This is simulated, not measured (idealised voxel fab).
Proc. module: voxel gate over fins
This is section cut - it's 250 nm across, gridded in 5 nm square cells.
Just so we're on the same page, the cross-sections are grids of square cells, and they're listed out in bands top to bottom, each band one or more rows deep.
Quick guide to a band line: top height, bottom height (nm) up front; then every material left to right with its width in nm. Only one material and it's marked "everywhere"? Then it fills the band edge to edge. And "blank" just means empty space.
Height datum 0, below which the as-received substrate wafer is one material. Lowest band open at the bottom, running downward: "top 0, no bottom".
A two-number width, for instance "30 to 40", indicates that the width is equal to the first number in the top row of the band and to the second number in the bottom row, and that it changes by a constant amount per row of cells.
"no modifications" after a step means that no cell of the cross-section changed.
The label "Listed closed voids" introduces a list of the empty spaces, 8 cells or larger, that have no open way up to the top; each entry in it reads width x height at distance, where the distance is taken from the left edge and all three are stated in nm.
Post-settings text on a step line: simulator's own remark regarding the step.
overlay nm: for a step with a mask, the amount by which the mask lay right of where it was planned; a negative amount means left of it.
-- Steps in the process plan
1: RECEIVE: material Si
2: CONFORMAL_DEP: material SiN, thk nm 10
3: PATTERN: tone cover, mask id FINS, material resist, width nm 15, pitch nm 50, thk nm 20, overlay nm 0
4: DIRECTIONAL_ETCH: etch materials SiN, depth nm 10
5: DIRECTIONAL_ETCH: etch materials Si, depth nm 30
6: STRIP: etch materials resist
7: FILL_DEP: material SiO2, thk nm 5
8: CMP: height nm 10
9: MASKED_ETCH: tone open, mask id RAIL, width nm 15, etch materials SiO2, depth nm 35, overlay nm 0
10: CONFORMAL_DEP: material TiN, thk nm 5
11: FILL_DEP: material W, thk nm 10
12: CMP: height nm 10
13: SELECTIVE_ETCH: etch materials W Ru TiN, depth nm 30
14: FILL_DEP: material SiO2, thk nm 5
15: CMP: height nm 10
16: SELECTIVE_ETCH: etch materials SiO2, depth nm 25
17: STRIP: etch materials SiN
18: CONFORMAL_DEP: material HfO2, thk nm 5
19: CONFORMAL_DEP: material TiN, thk nm 5
20: CONFORMAL_DEP: material TiAl, thk nm 5
21: CONFORMAL_DEP: material TiN, thk nm 5
22: FILL_DEP: material W, thk nm 15
23: CMP: height nm 30
24: CONFORMAL_DEP: material SiCN, thk nm 5
-- As received (post step 1): cross-section
	top 0, no bottom = Si everywhere
	Listed closed voids: none
-- Cross-section taken at module completion on the first of two wafers; processed per the plan
	top 35, bottom 30 = SiCN everywhere
	top 30, bottom 20 = W everywhere
	top 20, bottom 15 = W 45 nm / TiN 155 nm / W 50 nm
	top 15, bottom 10 = W 45 nm / TiN 5 nm / TiAl 45 nm / TiN 5 nm / TiAl 45 nm / TiN 5 nm / TiAl 45 nm / TiN 5 nm / W 50 nm
	top 10, bottom 5 = W 45 nm / TiN 5 nm / TiAl 5 nm / TiN 35 nm / TiAl 5 nm / TiN 5 nm / TiAl 5 nm / TiN 35 nm / TiAl 5 nm / TiN 5 nm / TiAl 5 nm / TiN 35 nm / TiAl 5 nm / TiN 5 nm / W 50 nm
	top 5, bottom 0 = TiN 50 nm / TiAl 5 nm / TiN 5 nm / HfO2 25 nm / TiN 5 nm / TiAl 5 nm / TiN 5 nm / TiAl 5 nm / TiN 5 nm / HfO2 25 nm / TiN 5 nm / TiAl 5 nm / TiN 5 nm / TiAl 5 nm / TiN 5 nm / HfO2 25 nm / TiN 5 nm / TiAl 5 nm / TiN 55 nm
	top 0, bottom -5 = TiAl 55 nm / TiN 5 nm / HfO2 5 nm / Si 15 nm / HfO2 5 nm / TiN 5 nm / TiAl 15 nm / TiN 5 nm / HfO2 5 nm / Si 15 nm / HfO2 5 nm / TiN 5 nm / TiAl 15 nm / TiN 5 nm / HfO2 5 nm / Si 15 nm / HfO2 5 nm / TiN 5 nm / TiAl 60 nm
	top -5, bottom -10 = TiN 60 nm / HfO2 5 nm / Si 15 nm / HfO2 5 nm / TiN 25 nm / HfO2 5 nm / Si 15 nm / HfO2 5 nm / TiN 25 nm / HfO2 5 nm / Si 15 nm / HfO2 5 nm / TiN 65 nm
	top -10, bottom -15 = HfO2 65 nm / Si 15 nm / HfO2 35 nm / Si 15 nm / HfO2 35 nm / Si 15 nm / HfO2 70 nm
	top -15, bottom -20 = SiO2 65 nm / Si 15 nm / SiO2 35 nm / Si 15 nm / SiO2 35 nm / Si 15 nm / SiO2 70 nm
	top -20, bottom -25 = SiO2 65 nm / Si 15 nm / SiO2 10 nm / TiN 15 nm / SiO2 10 nm / Si 15 nm / SiO2 35 nm / Si 15 nm / SiO2 70 nm
	top -25, bottom -30 = SiO2 65 nm / Si 15 nm / SiO2 35 nm / Si 15 nm / SiO2 35 nm / Si 15 nm / SiO2 70 nm
	top -30, no bottom = Si everywhere
	Listed closed voids: none
-- Wafer two (of two), end-of-module cross-section: start = wafer one, plan = wafer one, one run mistake
	top 35, bottom 30 = SiCN everywhere
	top 30, bottom 20 = W everywhere
	top 20, bottom 15 = W 45 nm / TiN 155 nm / W 50 nm
	top 15, bottom 10 = W 45 nm / TiN 5 nm / TiAl 45 nm / TiN 5 nm / TiAl 45 nm / TiN 5 nm / TiAl 45 nm / TiN 5 nm / W 50 nm
	top 10, bottom 5 = W 45 nm / TiN 5 nm / TiAl 5 nm / TiN 35 nm / TiAl 15 nm / TiN 35 nm / TiAl 5 nm / TiN 5 nm / TiAl 5 nm / TiN 35 nm / TiAl 5 nm / TiN 5 nm / W 50 nm
	top 5, bottom 0 = TiN 50 nm / TiAl 5 nm / TiN 5 nm / HfO2 25 nm / TiN 25 nm / HfO2 25 nm / TiN 5 nm / TiAl 5 nm / TiN 5 nm / TiAl 5 nm / TiN 5 nm / HfO2 25 nm / TiN 5 nm / TiAl 5 nm / TiN 55 nm
	top 0, bottom -5 = TiAl 55 nm / TiN 5 nm / HfO2 5 nm / Si 15 nm / HfO2 35 nm / Si 15 nm / HfO2 5 nm / TiN 5 nm / TiAl 15 nm / TiN 5 nm / HfO2 5 nm / Si 15 nm / HfO2 5 nm / TiN 5 nm / TiAl 60 nm
	top -5, bottom -10 = TiN 60 nm / HfO2 5 nm / Si 15 nm / HfO2 10 nm / TiN 5 nm / W 5 nm / TiN 5 nm / HfO2 10 nm / Si 15 nm / HfO2 5 nm / TiN 25 nm / HfO2 5 nm / Si 15 nm / HfO2 5 nm / TiN 65 nm
	top -10, bottom -15 = HfO2 65 nm / Si 15 nm / HfO2 10 nm / TiN 5 nm / W 5 nm / TiN 5 nm / HfO2 10 nm / Si 15 nm / HfO2 35 nm / Si 15 nm / HfO2 70 nm
	top -15, bottom -20 = SiO2 65 nm / Si 15 nm / SiO2 10 nm / TiN 5 nm / W 5 nm / TiN 5 nm / SiO2 10 nm / Si 15 nm / SiO2 35 nm / Si 15 nm / SiO2 70 nm
	top -20, bottom -25 = SiO2 65 nm / Si 15 nm / SiO2 10 nm / TiN 15 nm / SiO2 10 nm / Si 15 nm / SiO2 35 nm / Si 15 nm / SiO2 70 nm
	top -25, bottom -30 = SiO2 65 nm / Si 15 nm / SiO2 35 nm / Si 15 nm / SiO2 35 nm / Si 15 nm / SiO2 70 nm
	top -30, no bottom = Si everywhere
	Listed closed voids: none
The plan and the run diverged here: plan step 12 skipped
The final cell counts differ between the wafers, with the second having more or fewer of some materials than the first: HfO2 +4, SiO2 -3, TiAl -4, W +3
